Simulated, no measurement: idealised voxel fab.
process module | voxel plated lines
cross-section cut | 215 nm wide | cells 5 nm
A cross-section is a grid of square cells, given in bands from the top down. A band is one or more rows of cells.
Each band's line starts with the height of the band's top and of its bottom, in nm. Then come its materials from left to right, each with its width in nm. One material with "throughout" fills the band from edge to edge. "air" is empty space.
Height 0 is the level under which the wafer as received is all one material. The lowest band goes on downwards, as in "0 down".
A width such as "30 to 40" changes by the same amount from each row of cells to the next, from the band's top row to its bottom row.
"no change" after a step means that no cell of the cross-section changed.
closed voids: empty space of 8 cells or more with no open way to the top, each as width x height at its distance from the left edge, in nm
after a step's settings: what the simulator itself notes on the step
overlay nm, on a step with a mask: how far to the right of its planned place the mask lay; to the left if negative
plan
1 op RECEIVE | material Si
2 op CONFORMAL_DEP | material SiO2 | thk nm 5
3 op DIRECTIONAL_DEP | material TiN | thk nm 5
4 op PATTERN | tone open | mask id LINES | material resist | width nm 30 | pitch nm 60 | thk nm 35 | overlay nm 0
5 op EPI | material Ru | thk nm 10
6 op EPI | material Ru | thk nm 5
7 op EPI | material Ru | thk nm 10
8 op STRIP | etch materials resist
9 op DIRECTIONAL_ETCH | etch materials TiN | depth nm 5
10 op CONFORMAL_DEP | material SiCN | thk nm 5
varied across the wafers: thk nm of step 2. The plan shows the first wafer's value. All wafers start alike
first wafer as received, after step 1
  0 down: Si throughout
  closed voids: none
first wafer at the end, after step 10
  40 to 35: air 55 | SiCN 40 | air 20 | SiCN 40 | air 60
  35 to 10: air 55 | SiCN 5 | Ru 30 | SiCN 5 | air 20 | SiCN 5 | Ru 30 | SiCN 5 | air 60
  10 to 5: SiCN 60 | TiN 30 | SiCN 30 | TiN 30 | SiCN 65
  5 to 0: SiO2 throughout
  0 down: Si throughout
  closed voids: none
last wafer at the end
  55 to 50: air 55 | SiCN 40 | air 20 | SiCN 40 | air 60
  50 to 25: air 55 | SiCN 5 | Ru 30 | SiCN 5 | air 20 | SiCN 5 | Ru 30 | SiCN 5 | air 60
  25 to 20: SiCN 60 | TiN 30 | SiCN 30 | TiN 30 | SiCN 65
  20 to 0: SiO2 throughout
  0 down: Si throughout
  closed voids: none
each wafer at the end: cells of each material gained (+) or lost (-) since it was received, then its closed voids
thk nm 5 | +60 Ru | +67 SiCN | +43 SiO2 | +12 TiN | closed voids: none
thk nm 10 | +60 Ru | +67 SiCN | +86 SiO2 | +12 TiN | closed voids: none
thk nm 15 | +60 Ru | +67 SiCN | +129 SiO2 | +12 TiN | closed voids: none
thk nm 20 | +60 Ru | +67 SiCN | +172 SiO2 | +12 TiN | closed voids: none
